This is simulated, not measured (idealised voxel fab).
process module | voxel plated lines
cross-section cut | 265 nm wide | cells 5 nm
A cross-section is a grid of square cells, given in bands from the top down. A band is one or more rows of cells.
Each band's line starts with the height of the band's top and of its bottom, in nm. Then come its materials from left to right, each with its width in nm. One material with "throughout" fills the band from edge to edge. "air" is empty space.
Height 0 is the level under which the wafer as received is all one material. The lowest band goes on downwards, as in "0 down".
A width such as "30 to 40" changes by the same amount from each row of cells to the next, from the band's top row to its bottom row.
"no change" after a step means that no cell of the cross-section changed.
closed voids: empty space of 8 cells or more with no open way to the top, each as width x height at its distance from the left edge, in nm
after a step's settings: what the simulator itself notes on the step
overlay nm, on a step with a mask: how far to the right of its planned place the mask lay; to the left if negative
Each pair below shows a cross-section before one step and the cross-section after it, down to the lowest band that changed. The line under each pair gives the step between them, with its settings. The pairs can come from different runs of this module on the same starting wafer, so a pair continues from the pair above only where its "before" says so.
before
  0 down: Si throughout
  closed voids: none
after
  15 to 0: SiO2 throughout
  below 0: unchanged
  closed voids: none
the step between: op CONFORMAL_DEP | material SiO2 | thk nm 15
before: the cross-section after the pair above
after
  20 to 15: TiN throughout
  below 15: unchanged
  closed voids: none
the step between: op DIRECTIONAL_DEP | material TiN | thk nm 5
before: the cross-section after the pair above
after
  40 to 20: resist 45 | air 20 | resist 30 | air 20 | resist 30 | air 20 | resist 30 | air 20 | resist 50
  below 20: unchanged
  closed voids: none
the step between: op PATTERN | tone open | mask id LINES | material resist | width nm 20 | pitch nm 50 | thk nm 20 | overlay nm 0
before: the cross-section after the pair above
after
  40 to 25: resist 45 | air 20 | resist 30 | air 20 | resist 30 | air 20 | resist 30 | air 20 | resist 50
  25 to 20: resist 45 | Ru 20 | resist 30 | Ru 20 | resist 30 | Ru 20 | resist 30 | Ru 20 | resist 50
  below 20: unchanged
  closed voids: none
the step between: op EPI | material Ru | thk nm 5
before: the cross-section after the pair above
after
  25 to 20: air 45 | Ru 20 | air 30 | Ru 20 | air 30 | Ru 20 | air 30 | Ru 20 | air 50
  below 20: unchanged
  closed voids: none
the step between: op STRIP | etch materials resist
before: the cross-section after the pair above
after
  25 to 20: air 45 | Ru 20 | air 30 | Ru 20 | air 30 | Ru 20 | air 30 | Ru 20 | air 50
  20 to 15: air 45 | TiN 20 | air 30 | TiN 20 | air 30 | TiN 20 | air 30 | TiN 20 | air 50
  below 15: unchanged
  closed voids: none
the step between: op DIRECTIONAL_ETCH | etch materials TiN | depth nm 5
before: the cross-section after the pair above
after
  35 to 25: air 35 | SiN 40 | air 10 | SiN 40 | air 10 | SiN 40 | air 10 | SiN 40 | air 40
  25 to 20: SiN 45 | Ru 20 | SiN 30 | Ru 20 | SiN 30 | Ru 20 | SiN 30 | Ru 20 | SiN 50
  20 to 15: SiN 45 | TiN 20 | SiN 30 | TiN 20 | SiN 30 | TiN 20 | SiN 30 | TiN 20 | SiN 50
  below 15: unchanged
  closed voids: none
the step between: op CONFORMAL_DEP | material SiN | thk nm 10
before
  15 to 0: SiO2 throughout
  0 down: Si throughout
  closed voids: none
after
  30 to 0: SiO2 throughout
  below 0: unchanged
  closed voids: none
the step between: op CONFORMAL_DEP | material SiO2 | thk nm 15
before: the cross-section after the pair above
after
  35 to 30: TiN throughout
  below 30: unchanged
  closed voids: none
the step between: op DIRECTIONAL_DEP | material TiN | thk nm 5
before: the cross-section after the pair above
after
  55 to 35: resist 45 | air 20 | resist 30 | air 20 | resist 30 | air 20 | resist 30 | air 20 | resist 50
  below 35: unchanged
  closed voids: none
the step between: op PATTERN | tone open | mask id LINES | material resist | width nm 20 | pitch nm 50 | thk nm 20 | overlay nm 0
before: the cross-section after the pair above
after
  55 to 40: resist 45 | air 20 | resist 30 | air 20 | resist 30 | air 20 | resist 30 | air 20 | resist 50
  40 to 35: resist 45 | Ru 20 | resist 30 | Ru 20 | resist 30 | Ru 20 | resist 30 | Ru 20 | resist 50
  below 35: unchanged
  closed voids: none
the step between: op EPI | material Ru | thk nm 5
before: the cross-section after the pair above
after
  40 to 35: air 45 | Ru 20 | air 30 | Ru 20 | air 30 | Ru 20 | air 30 | Ru 20 | air 50
  below 35: unchanged
  closed voids: none
the step between: op STRIP | etch materials resist
before: the cross-section after the pair above
after
  40 to 35: air 45 | Ru 20 | air 30 | Ru 20 | air 30 | Ru 20 | air 30 | Ru 20 | air 50
  35 to 30: air 45 | TiN 20 | air 30 | TiN 20 | air 30 | TiN 20 | air 30 | TiN 20 | air 50
  below 30: unchanged
  closed voids: none
the step between: op DIRECTIONAL_ETCH | etch materials TiN | depth nm 5
before: the cross-section after the pair above
after
  50 to 40: air 35 | SiN 40 | air 10 | SiN 40 | air 10 | SiN 40 | air 10 | SiN 40 | air 40
  40 to 35: SiN 45 | Ru 20 | SiN 30 | Ru 20 | SiN 30 | Ru 20 | SiN 30 | Ru 20 | SiN 50
  35 to 30: SiN 45 | TiN 20 | SiN 30 | TiN 20 | SiN 30 | TiN 20 | SiN 30 | TiN 20 | SiN 50
  below 30: unchanged
  closed voids: none
the step between: op CONFORMAL_DEP | material SiN | thk nm 10
before
  0 down: Si throughout
  closed voids: none
after
  5 to 0: TiN throughout
  below 0: unchanged
  closed voids: none
the step between: op DIRECTIONAL_DEP | material TiN | thk nm 5
before: the cross-section after the pair above
after
  20 to 5: SiO2 throughout
  below 5: unchanged
  closed voids: none
the step between: op CONFORMAL_DEP | material SiO2 | thk nm 15
before: the cross-section after the pair above
after
  40 to 20: resist 45 | air 20 | resist 30 | air 20 | resist 30 | air 20 | resist 30 | air 20 | resist 50
  below 20: unchanged
  closed voids: none
the step between: op PATTERN | tone open | mask id LINES | material resist | width nm 20 | pitch nm 50 | thk nm 20 | overlay nm 0
before: the cross-section after the pair above
after
  20 to 5: SiO2 throughout
  below 5: unchanged
  closed voids: none
the step between: op STRIP | etch materials resist
before: the cross-section after the pair above
after
  30 to 20: SiN throughout
  below 20: unchanged
  closed voids: none
the step between: op CONFORMAL_DEP | material SiN | thk nm 10
before
  0 down: Si throughout
  closed voids: none
after
  5 to 0: SiO2 throughout
  below 0: unchanged
  closed voids: none
the step between: op CONFORMAL_DEP | material SiO2 | thk nm 5
before: the cross-section after the pair above
after
  10 to 5: TiN throughout
  below 5: unchanged
  closed voids: none
the step between: op DIRECTIONAL_DEP | material TiN | thk nm 5
before: the cross-section after the pair above
after
  30 to 10: resist 45 | air 20 | resist 30 | air 20 | resist 30 | air 20 | resist 30 | air 20 | resist 50
  below 10: unchanged
  closed voids: none
the step between: op PATTERN | tone open | mask id LINES | material resist | width nm 20 | pitch nm 50 | thk nm 20 | overlay nm 0
before: the cross-section after the pair above
after
  30 to 15: resist 45 | air 20 | resist 30 | air 20 | resist 30 | air 20 | resist 30 | air 20 | resist 50
  15 to 10: resist 45 | Ru 20 | resist 30 | Ru 20 | resist 30 | Ru 20 | resist 30 | Ru 20 | resist 50
  below 10: unchanged
  closed voids: none
the step between: op EPI | material Ru | thk nm 5
before: the cross-section after the pair above
after
  15 to 10: air 45 | Ru 20 | air 30 | Ru 20 | air 30 | Ru 20 | air 30 | Ru 20 | air 50
  below 10: unchanged
  closed voids: none
the step between: op STRIP | etch materials resist
before: the cross-section after the pair above
after
  15 to 10: air 45 | Ru 20 | air 30 | Ru 20 | air 30 | Ru 20 | air 30 | Ru 20 | air 50
  10 to 5: air 45 | TiN 20 | air 30 | TiN 20 | air 30 | TiN 20 | air 30 | TiN 20 | air 50
  below 5: unchanged
  closed voids: none
the step between: op DIRECTIONAL_ETCH | etch materials TiN | depth nm 5
before: the cross-section after the pair above
after
  25 to 15: air 35 | SiN 40 | air 10 | SiN 40 | air 10 | SiN 40 | air 10 | SiN 40 | air 40
  15 to 10: SiN 45 | Ru 20 | SiN 30 | Ru 20 | SiN 30 | Ru 20 | SiN 30 | Ru 20 | SiN 50
  10 to 5: SiN 45 | TiN 20 | SiN 30 | TiN 20 | SiN 30 | TiN 20 | SiN 30 | TiN 20 | SiN 50
  below 5: unchanged
  closed voids: none
the step between: op CONFORMAL_DEP | material SiN | thk nm 10
before
  20 to 15: TiN throughout
  15 to 0: SiO2 throughout
  0 down: Si throughout
  closed voids: none
after
  40 to 20: resist 50 | air 15 | resist 35 | air 15 | resist 35 | air 15 | resist 35 | air 15 | resist 50
  below 20: unchanged
  closed voids: none
the step between: op PATTERN | tone open | mask id LINES | material resist | width nm 15 | pitch nm 50 | thk nm 20 | overlay nm 0
before: the cross-section after the pair above
after
  40 to 25: resist 50 | air 15 | resist 35 | air 15 | resist 35 | air 15 | resist 35 | air 15 | resist 50
  25 to 20: resist 50 | Ru 15 | resist 35 | Ru 15 | resist 35 | Ru 15 | resist 35 | Ru 15 | resist 50
  below 20: unchanged
  closed voids: none
the step between: op EPI | material Ru | thk nm 5
before: the cross-section after the pair above
after
  25 to 20: air 50 | Ru 15 | air 35 | Ru 15 | air 35 | Ru 15 | air 35 | Ru 15 | air 50
  below 20: unchanged
  closed voids: none
the step between: op STRIP | etch materials resist
before: the cross-section after the pair above
after
  25 to 20: air 50 | Ru 15 | air 35 | Ru 15 | air 35 | Ru 15 | air 35 | Ru 15 | air 50
  20 to 15: air 50 | TiN 15 | air 35 | TiN 15 | air 35 | TiN 15 | air 35 | TiN 15 | air 50
  below 15: unchanged
  closed voids: none
the step between: op DIRECTIONAL_ETCH | etch materials TiN | depth nm 5
before: the cross-section after the pair above
after
  35 to 25: air 40 | SiN 35 | air 15 | SiN 35 | air 15 | SiN 35 | air 15 | SiN 35 | air 40
  25 to 20: SiN 50 | Ru 15 | SiN 35 | Ru 15 | SiN 35 | Ru 15 | SiN 35 | Ru 15 | SiN 50
  20 to 15: SiN 50 | TiN 15 | SiN 35 | TiN 15 | SiN 35 | TiN 15 | SiN 35 | TiN 15 | SiN 50
  below 15: unchanged
  closed voids: none
the step between: op CONFORMAL_DEP | material SiN | thk nm 10
before
  20 to 15: TiN throughout
  15 to 0: SiO2 throughout
  0 down: Si throughout
  closed voids: none
after
  40 to 20: resist 35 | air 20 | resist 30 | air 20 | resist 30 | air 20 | resist 30 | air 20 | resist 60
  below 20: unchanged
  closed voids: none
the step between: op PATTERN | tone open | mask id LINES | material resist | width nm 20 | pitch nm 50 | thk nm 20 | overlay nm -10
before: the cross-section after the pair above
after
  40 to 25: resist 35 | air 20 | resist 30 | air 20 | resist 30 | air 20 | resist 30 | air 20 | resist 60
  25 to 20: resist 35 | Ru 20 | resist 30 | Ru 20 | resist 30 | Ru 20 | resist 30 | Ru 20 | resist 60
  below 20: unchanged
  closed voids: none
the step between: op EPI | material Ru | thk nm 5
before: the cross-section after the pair above
after
  25 to 20: air 35 | Ru 20 | air 30 | Ru 20 | air 30 | Ru 20 | air 30 | Ru 20 | air 60
  below 20: unchanged
  closed voids: none
the step between: op STRIP | etch materials resist
before: the cross-section after the pair above
after
  25 to 20: air 35 | Ru 20 | air 30 | Ru 20 | air 30 | Ru 20 | air 30 | Ru 20 | air 60
  20 to 15: air 35 | TiN 20 | air 30 | TiN 20 | air 30 | TiN 20 | air 30 | TiN 20 | air 60
  below 15: unchanged
  closed voids: none
the step between: op DIRECTIONAL_ETCH | etch materials TiN | depth nm 5
before: the cross-section after the pair above
after
  35 to 25: air 25 | SiN 40 | air 10 | SiN 40 | air 10 | SiN 40 | air 10 | SiN 40 | air 50
  25 to 20: SiN 35 | Ru 20 | SiN 30 | Ru 20 | SiN 30 | Ru 20 | SiN 30 | Ru 20 | SiN 60
  20 to 15: SiN 35 | TiN 20 | SiN 30 | TiN 20 | SiN 30 | TiN 20 | SiN 30 | TiN 20 | SiN 60
  below 15: unchanged
  closed voids: none
the step between: op CONFORMAL_DEP | material SiN | thk nm 10
before
  15 to 0: SiO2 throughout
  0 down: Si throughout
  closed voids: none
after
  20 to 15: Ru throughout
  below 15: unchanged
  closed voids: none
the step between: op DIRECTIONAL_DEP | material Ru | thk nm 5
before: the cross-section after the pair above
after
  40 to 20: resist 45 | air 20 | resist 30 | air 20 | resist 30 | air 20 | resist 30 | air 20 | resist 50
  below 20: unchanged
  closed voids: none
the step between: op PATTERN | tone open | mask id LINES | material resist | width nm 20 | pitch nm 50 | thk nm 20 | overlay nm 0
before: the cross-section after the pair above
after
  40 to 25: resist 45 | air 20 | resist 30 | air 20 | resist 30 | air 20 | resist 30 | air 20 | resist 50
  25 to 20: resist 45 | Ru 20 | resist 30 | Ru 20 | resist 30 | Ru 20 | resist 30 | Ru 20 | resist 50
  below 20: unchanged
  closed voids: none
the step between: op EPI | material Ru | thk nm 5
before: the cross-section after the pair above
after
  25 to 20: air 45 | Ru 20 | air 30 | Ru 20 | air 30 | Ru 20 | air 30 | Ru 20 | air 50
  below 20: unchanged
  closed voids: none
the step between: op STRIP | etch materials resist
before: the cross-section after the pair above
after
  35 to 30: air 35 | SiN 40 | air 10 | SiN 40 | air 10 | SiN 40 | air 10 | SiN 40 | air 40
  30 to 25: SiN throughout
  25 to 20: SiN 45 | Ru 20 | SiN 30 | Ru 20 | SiN 30 | Ru 20 | SiN 30 | Ru 20 | SiN 50
  below 20: unchanged
  closed voids: none
the step between: op CONFORMAL_DEP | material SiN | thk nm 10
before
  20 to 15: TiN throughout
  15 to 0: SiO2 throughout
  0 down: Si throughout
  closed voids: none
after
  40 to 20: air 45 | resist 20 | air 30 | resist 20 | air 30 | resist 20 | air 30 | resist 20 | air 50
  below 20: unchanged
  closed voids: none
the step between: op PATTERN | tone cover | mask id LINES | material resist | width nm 20 | pitch nm 50 | thk nm 20 | overlay nm 0
before: the cross-section after the pair above
after
  40 to 25: air 45 | resist 20 | air 30 | resist 20 | air 30 | resist 20 | air 30 | resist 20 | air 50
  25 to 20: Ru 45 | resist 20 | Ru 30 | resist 20 | Ru 30 | resist 20 | Ru 30 | resist 20 | Ru 50
  below 20: unchanged
  closed voids: none
the step between: op EPI | material Ru | thk nm 5
before: the cross-section after the pair above
after
  25 to 20: Ru 45 | air 20 | Ru 30 | air 20 | Ru 30 | air 20 | Ru 30 | air 20 | Ru 50
  below 20: unchanged
  closed voids: none
the step between: op STRIP | etch materials resist
before: the cross-section after the pair above
after
  25 to 20: Ru 45 | air 20 | Ru 30 | air 20 | Ru 30 | air 20 | Ru 30 | air 20 | Ru 50
  20 to 15: TiN 45 | air 20 | TiN 30 | air 20 | TiN 30 | air 20 | TiN 30 | air 20 | TiN 50
  below 15: unchanged
  closed voids: none
the step between: op DIRECTIONAL_ETCH | etch materials TiN | depth nm 5
before: the cross-section after the pair above
after
  35 to 25: SiN throughout
  25 to 20: Ru 45 | SiN 20 | Ru 30 | SiN 20 | Ru 30 | SiN 20 | Ru 30 | SiN 20 | Ru 50
  20 to 15: TiN 45 | SiN 20 | TiN 30 | SiN 20 | TiN 30 | SiN 20 | TiN 30 | SiN 20 | TiN 50
  below 15: unchanged
  closed voids: none
the step between: op CONFORMAL_DEP | material SiN | thk nm 10
